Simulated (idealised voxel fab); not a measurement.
Herein follows the process module entitled voxel spacer lines.
We display cut, a cross-section 220 nm in width whose square cells are each 5 nm.
This document writes a cross-section as a grid whose cells are square, and gives it as bands, listed from the top down; one or more rows of cells form a band.
Band: top height; bottom height; in nm. Then, left to right: material with width in nm, for each material. "everywhere": a single material spanning edge to edge. "blank": empty space.
Height 0 is the level under which the wafer as received is all one material. The lowest band goes on downwards, as in "from 0 down".
The expression "30->40" gives the width at the extremes of the band, the first number at its top row of cells and the second at its bottom row, with the width changing by equal amounts from each row to the next in between.
"nothing got changed" means the step left every cell of the cross-section as it was.
Listed in "Completely sealed voids": every empty space of 8 or more cells without an open way to the top. Form: width x height at distance, the distance being from the left edge, all in nm.
On each step's line, the part that comes after the settings is the simulator's own comment on the step.
For masked steps, "overlay nm" on the step line gives how far right of plan the mask actually lay; a minus sign means it lay to the left.
The planned process steps are enumerated hereunder
1,RECEIVE: material Si
2,CONFORMAL_DEP: material Al2O3, thk nm 5
3,DIRECTIONAL_DEP: material polySi, thk nm 15
4,DIRECTIONAL_DEP: material aC, thk nm 30
5,PATTERN: tone cover, mask id MANDREL, material resist, width nm 25, pitch nm 80, thk nm 40, overlay nm 0
6,DIRECTIONAL_ETCH: etch materials aC, depth nm 30
7,STRIP: etch materials resist
8,CONFORMAL_DEP: material SiN, thk nm 15
9,DIRECTIONAL_ETCH: etch materials SiN, depth nm 15
10,STRIP: etch materials aC
11,DIRECTIONAL_ETCH: etch materials polySi, depth nm 15
12,STRIP: etch materials SiN
Wafer at receipt (post step 1), cross-section
    from 0 down: Si everywhere
    Completely sealed voids: none
First wafer of two, sectioned at end of module; run went per plan
    from 20 to 5: 15 nm polySi; 25 nm blank; 15 nm polySi; 25 nm blank; 15 nm polySi; 25 nm blank; 15 nm polySi; 25 nm blank; 15 nm polySi; 25 nm blank; 15 nm polySi; 5 nm blank
    from 5 to 0: Al2O3 everywhere
    from 0 down: Si everywhere
    Completely sealed voids: none
This is the second of the two wafers, cross-sectioned at the end of the module; it started exactly like the first and was given the same plan, but it was run with one mistake
    from 20 to 5: 5 nm blank; 15 nm polySi; 15 nm blank; 15 nm polySi; 35 nm blank; 15 nm polySi; 15 nm blank; 15 nm polySi; 35 nm blank; 15 nm polySi; 15 nm blank; 15 nm polySi; 10 nm blank
    from 5 to 0: Al2O3 everywhere
    from 0 down: Si everywhere
    Completely sealed voids: none
Short version of what went wrong: step 5 ran with different settings than intended, the actual operation and settings being PATTERN: tone cover, mask id MANDREL, material resist, width nm 15, pitch nm 80, thk nm 40, overlay nm 0
Matching per-material cell counts, mismatched positions: that is how the second wafer compares with the first at the end.
